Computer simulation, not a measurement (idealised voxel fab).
Module name: voxel capacitor over wiring (process module)
Cross-section cut: width 190 nm, square cells of 5 nm.
In this document a cross-section is written as a grid of square cells. It is given as a series of bands, listed from the top down, and a band is one or more rows of cells.
It is stipulated that each band's entry specify, in nanometres, the height of the top of the band and then that of its bottom, followed by the materials of the band in left-to-right sequence, each together with its width in nanometres. A single material marked by the word "throughout" is understood to fill the band from edge to edge; the word "empty" is understood to denote empty space.
Heights are measured from 0, the level below which the as-received wafer is all one material; the lowest band has no bottom and continues downward, written as in "0..down".
So if you see something like "30->40" for the width, read it as the top row of the band sitting at the first number and the bottom row at the second, with every row in between moving by the same amount as the last.
Step marked "remains unaltered"? Then no cell in the cross-section changed in it.
"Closed-off voids" contains a list of empty spaces, each no smaller than 8 cells and without an open way to the top, written in the form width x height at distance with the distance from the left edge and all three in nm.
Text after the settings on a step's line: the simulator's own remark on that step.
"overlay nm", when on a step's line for a step with a mask, measures how far to the right of its planned place the mask lay; a negative measure means to the left.
## The following list gives the planned process steps
1,RECEIVE (material Si)
2,CONFORMAL_DEP (material SiO2; thk nm 10)
3,CONFORMAL_DEP (material SiN; thk nm 5)
4,DIRECTIONAL_DEP (material lowk; thk nm 25)
5,PATTERN (tone open; mask id METAL_1; material resist; width nm 30; pitch nm 80; thk nm 20; overlay nm 0)
6,DIRECTIONAL_ETCH (etch materials lowk; depth nm 25)
7,DIRECTIONAL_ETCH (etch materials SiN; depth nm 5)
8,STRIP (etch materials resist)
9,CONFORMAL_DEP (material TiN; thk nm 5)
10,FILL_DEP (material Cu; thk nm 5)
11,CMP (height nm 40)
12,CONFORMAL_DEP (material SiCN; thk nm 5)
13,DIRECTIONAL_DEP (material lowk; thk nm 10)
14,MASKED_ETCH (tone open; mask id PLUG_1; width nm 15; etch materials lowk; depth nm 10; overlay nm 0)
15,MASKED_ETCH (tone open; mask id PLUG_1; width nm 15; etch materials SiCN; depth nm 5; overlay nm 0)
16,CONFORMAL_DEP (material TiN; thk nm 5)
17,FILL_DEP (material Ru; thk nm 10)
18,CMP (height nm 55)
19,DIRECTIONAL_DEP (material TiN; thk nm 5)
20,DIRECTIONAL_DEP (material SiN; thk nm 5)
21,DIRECTIONAL_DEP (material TiN; thk nm 10)
22,MASKED_ETCH (tone cover; mask id UPPER_PLATE; width nm 55; etch materials TiN; depth nm 10; overlay nm 0)
23,MASKED_ETCH (tone cover; mask id UPPER_PLATE; width nm 55; etch materials SiN; depth nm 5; overlay nm 0)
24,MASKED_ETCH (tone cover; mask id LOWER_PLATE; width nm 65; etch materials TiN; depth nm 5; overlay nm 0)
25,FILL_DEP (material SiO2; thk nm 15)
26,CMP (height nm 85)
27,MASKED_ETCH (tone open; mask id PLUG_2; width nm 15; etch materials SiO2; depth nm 10; overlay nm 0)
28,CONFORMAL_DEP (material TiN; thk nm 5)
29,FILL_DEP (material Ru; thk nm 10)
30,CMP (height nm 85)
31,CONFORMAL_DEP (material SiN; thk nm 5)
## On the first of the two wafers: run conducted according to plan
## Delivered wafer in cross-section: state after step 1
* 0..down: Si throughout
* Closed-off voids: none
## Cross-section of the wafer after step 2
* 10..0: SiO2 throughout
* At heights below 0, the structure remains unaltered.
## Cross-section of the wafer after step 3
* 15..10: SiN throughout
* At heights below 10, the structure remains unaltered.
## Cross-section of the wafer after step 4
* 40..15: lowk throughout
* At heights below 15, the structure remains unaltered.
## Cross-section of the wafer after step 5
* 60..40: resist=40  empty=30  resist=50  empty=30  resist=40
* At heights below 40, the structure remains unaltered.
## Cross-section of the wafer after step 6
* 60..40: resist=40  empty=30  resist=50  empty=30  resist=40
* 40..15: lowk=40  empty=30  lowk=50  empty=30  lowk=40
* At heights below 15, the structure remains unaltered.
## Cross-section of the wafer after step 7
* 60..40: resist=40  empty=30  resist=50  empty=30  resist=40
* 40..15: lowk=40  empty=30  lowk=50  empty=30  lowk=40
* 15..10: SiN=40  empty=30  SiN=50  empty=30  SiN=40
* At heights below 10, the structure remains unaltered.
## Cross-section of the wafer after step 8
* 40..15: lowk=40  empty=30  lowk=50  empty=30  lowk=40
* At heights below 15, the structure remains unaltered.
## Cross-section of the wafer after step 9
* 45..40: TiN=45  empty=20  TiN=60  empty=20  TiN=45
* 40..15: lowk=40  TiN=5  empty=20  TiN=5  lowk=50  TiN=5  empty=20  TiN=5  lowk=40
* 15..10: SiN=40  TiN=30  SiN=50  TiN=30  SiN=40
* At heights below 10, the structure remains unaltered.
## Cross-section of the wafer after step 10
* 50..45: Cu throughout
* 45..40: TiN=45  Cu=20  TiN=60  Cu=20  TiN=45
* 40..15: lowk=40  TiN=5  Cu=20  TiN=5  lowk=50  TiN=5  Cu=20  TiN=5  lowk=40
* At heights below 15, the structure remains unaltered.
## Cross-section of the wafer after step 11
* 40..15: lowk=40  TiN=5  Cu=20  TiN=5  lowk=50  TiN=5  Cu=20  TiN=5  lowk=40
* At heights below 15, the structure remains unaltered.
## Cross-section of the wafer after step 12
* 45..40: SiCN throughout
* At heights below 40, the structure remains unaltered.
## Cross-section of the wafer after step 13
* 55..45: lowk throughout
* At heights below 45, the structure remains unaltered.
## Cross-section of the wafer after step 14
* 55..45: lowk=55  empty=15  lowk=120
* At heights below 45, the structure remains unaltered.
## Cross-section of the wafer after step 15
* 55..45: lowk=55  empty=15  lowk=120
* 45..40: SiCN=55  empty=15  SiCN=120
* At heights below 40, the structure remains unaltered.
## Cross-section of the wafer after step 16
* 60..55: TiN=60  empty=5  TiN=125
* 55..45: lowk=55  TiN=5  empty=5  TiN=5  lowk=120
* 45..40: SiCN=55  TiN=15  SiCN=120
* At heights below 40, the structure remains unaltered.
## Cross-section of the wafer after step 17
* 70..60: Ru throughout
* 60..55: TiN=60  Ru=5  TiN=125
* 55..45: lowk=55  TiN=5  Ru=5  TiN=5  lowk=120
* At heights below 45, the structure remains unaltered.
## Cross-section of the wafer after step 18
* 55..45: lowk=55  TiN=5  Ru=5  TiN=5  lowk=120
* At heights below 45, the structure remains unaltered.
## Cross-section of the wafer after step 19
* 60..55: TiN throughout
* At heights below 55, the structure remains unaltered.
## Cross-section of the wafer after step 20
* 65..60: SiN throughout
* At heights below 60, the structure remains unaltered.
## Cross-section of the wafer after step 21
* 75..65: TiN throughout
* At heights below 65, the structure remains unaltered.
## Cross-section of the wafer after step 22
* 75..65: empty=55  TiN=55  empty=80
* At heights below 65, the structure remains unaltered.
## Cross-section of the wafer after step 23
* 75..65: empty=55  TiN=55  empty=80
* 65..60: empty=55  SiN=55  empty=80
* At heights below 60, the structure remains unaltered.
## Cross-section of the wafer after step 24
* 75..65: empty=55  TiN=55  empty=80
* 65..60: empty=55  SiN=55  empty=80
* 60..55: empty=50  TiN=65  empty=75
* At heights below 55, the structure remains unaltered.
## Cross-section of the wafer after step 25
* 90..75: SiO2 throughout
* 75..65: SiO2=55  TiN=55  SiO2=80
* 65..60: SiO2=55  SiN=55  SiO2=80
* 60..55: SiO2=50  TiN=65  SiO2=75
* At heights below 55, the structure remains unaltered.
## Cross-section of the wafer after step 26
* 85..75: SiO2 throughout
* At heights below 75, the structure remains unaltered.
## Cross-section of the wafer after step 27
* 85..75: SiO2=65  empty=15  SiO2=110
* At heights below 75, the structure remains unaltered.
## Cross-section of the wafer after step 28
* 90..85: TiN=70  empty=5  TiN=115
* 85..80: SiO2=65  TiN=5  empty=5  TiN=5  SiO2=110
* 80..75: SiO2=65  TiN=15  SiO2=110
* At heights below 75, the structure remains unaltered.
## Cross-section of the wafer after step 29
* 100..90: Ru throughout
* 90..85: TiN=70  Ru=5  TiN=115
* 85..80: SiO2=65  TiN=5  Ru=5  TiN=5  SiO2=110
* At heights below 80, the structure remains unaltered.
## Cross-section of the wafer after step 30
* 85..80: SiO2=65  TiN=5  Ru=5  TiN=5  SiO2=110
* At heights below 80, the structure remains unaltered.
## Cross-section of the wafer after step 31
* 90..85: SiN throughout
* At heights below 85, the structure remains unaltered.
## Second of two: same start, same plan, one run error; steps up to and including 2 match the first
## Look at the second wafer in cross-section at the time step 3 ought to have finished
* 35..10: lowk throughout
* At heights below 10, the structure remains unaltered.
## Look at the second wafer in cross-section at the time step 4 ought to have finished
* 40..35: SiN throughout
* At heights below 35, the structure remains unaltered.
## Look at the second wafer in cross-section at the time step 5 ought to have finished
* 60..40: resist=40  empty=30  resist=50  empty=30  resist=40
* At heights below 40, the structure remains unaltered.
Look at the second wafer in cross-section at the time step 6 ought to have finished: remains unaltered
## Look at the second wafer in cross-section at the time step 7 ought to have finished
* 60..40: resist=40  empty=30  resist=50  empty=30  resist=40
* 40..35: SiN=40  empty=30  SiN=50  empty=30  SiN=40
* At heights below 35, the structure remains unaltered.
## Look at the second wafer in cross-section at the time step 8 ought to have finished
* 40..35: SiN=40  empty=30  SiN=50  empty=30  SiN=40
* At heights below 35, the structure remains unaltered.
## Look at the second wafer in cross-section at the time step 9 ought to have finished
* 45..40: TiN=45  empty=20  TiN=60  empty=20  TiN=45
* 40..35: SiN=40  TiN=30  SiN=50  TiN=30  SiN=40
* At heights below 35, the structure remains unaltered.
## Look at the second wafer in cross-section at the time step 10 ought to have finished
* 50..45: Cu throughout
* 45..40: TiN=45  Cu=20  TiN=60  Cu=20  TiN=45
* At heights below 40, the structure remains unaltered.
## Look at the second wafer in cross-section at the time step 11 ought to have finished
* 40..35: SiN=40  TiN=30  SiN=50  TiN=30  SiN=40
* At heights below 35, the structure remains unaltered.
## Look at the second wafer in cross-section at the time step 12 ought to have finished
* 45..40: SiCN throughout
* At heights below 40, the structure remains unaltered.
## Look at the second wafer in cross-section at the time step 13 ought to have finished
* 55..45: lowk throughout
* At heights below 45, the structure remains unaltered.
## Look at the second wafer in cross-section at the time step 14 ought to have finished
* 55..45: lowk=55  empty=15  lowk=120
* At heights below 45, the structure remains unaltered.
## Look at the second wafer in cross-section at the time step 15 ought to have finished
* 55..45: lowk=55  empty=15  lowk=120
* 45..40: SiCN=55  empty=15  SiCN=120
* At heights below 40, the structure remains unaltered.
## Look at the second wafer in cross-section at the time step 16 ought to have finished
* 60..55: TiN=60  empty=5  TiN=125
* 55..45: lowk=55  TiN=5  empty=5  TiN=5  lowk=120
* 45..40: SiCN=55  TiN=15  SiCN=120
* At heights below 40, the structure remains unaltered.
## Look at the second wafer in cross-section at the time step 17 ought to have finished
* 70..60: Ru throughout
* 60..55: TiN=60  Ru=5  TiN=125
* 55..45: lowk=55  TiN=5  Ru=5  TiN=5  lowk=120
* At heights below 45, the structure remains unaltered.
## Look at the second wafer in cross-section at the time step 18 ought to have finished
* 55..45: lowk=55  TiN=5  Ru=5  TiN=5  lowk=120
* At heights below 45, the structure remains unaltered.
## Look at the second wafer in cross-section at the time step 19 ought to have finished
* 60..55: TiN throughout
* At heights below 55, the structure remains unaltered.
## Look at the second wafer in cross-section at the time step 20 ought to have finished
* 65..60: SiN throughout
* At heights below 60, the structure remains unaltered.
## Look at the second wafer in cross-section at the time step 21 ought to have finished
* 75..65: TiN throughout
* At heights below 65, the structure remains unaltered.
## Look at the second wafer in cross-section at the time step 22 ought to have finished
* 75..65: empty=55  TiN=55  empty=80
* At heights below 65, the structure remains unaltered.
## Look at the second wafer in cross-section at the time step 23 ought to have finished
* 75..65: empty=55  TiN=55  empty=80
* 65..60: empty=55  SiN=55  empty=80
* At heights below 60, the structure remains unaltered.
## Look at the second wafer in cross-section at the time step 24 ought to have finished
* 75..65: empty=55  TiN=55  empty=80
* 65..60: empty=55  SiN=55  empty=80
* 60..55: empty=50  TiN=65  empty=75
* At heights below 55, the structure remains unaltered.
## Look at the second wafer in cross-section at the time step 25 ought to have finished
* 90..75: SiO2 throughout
* 75..65: SiO2=55  TiN=55  SiO2=80
* 65..60: SiO2=55  SiN=55  SiO2=80
* 60..55: SiO2=50  TiN=65  SiO2=75
* At heights below 55, the structure remains unaltered.
## Look at the second wafer in cross-section at the time step 26 ought to have finished
* 85..75: SiO2 throughout
* At heights below 75, the structure remains unaltered.
## Look at the second wafer in cross-section at the time step 27 ought to have finished
* 85..75: SiO2=65  empty=15  SiO2=110
* At heights below 75, the structure remains unaltered.
## Look at the second wafer in cross-section at the time step 28 ought to have finished
* 90..85: TiN=70  empty=5  TiN=115
* 85..80: SiO2=65  TiN=5  empty=5  TiN=5  SiO2=110
* 80..75: SiO2=65  TiN=15  SiO2=110
* At heights below 75, the structure remains unaltered.
## Look at the second wafer in cross-section at the time step 29 ought to have finished
* 100..90: Ru throughout
* 90..85: TiN=70  Ru=5  TiN=115
* 85..80: SiO2=65  TiN=5  Ru=5  TiN=5  SiO2=110
* At heights below 80, the structure remains unaltered.
## Look at the second wafer in cross-section at the time step 30 ought to have finished
* 85..80: SiO2=65  TiN=5  Ru=5  TiN=5  SiO2=110
* At heights below 80, the structure remains unaltered.
## Look at the second wafer in cross-section at the time step 31 ought to have finished
* 90..85: SiN throughout
* At heights below 85, the structure remains unaltered.
In executing the process, a mistake was made relative to the plan: the executed order of steps 3 and 4 is the reverse of that specified in the plan, each step having taken the other's position
The closing comparison, in cells, has the second wafer with more or fewer of some materials than the first: Cu: 40 fewer, TiN: 20 fewer, lowk: 60 more
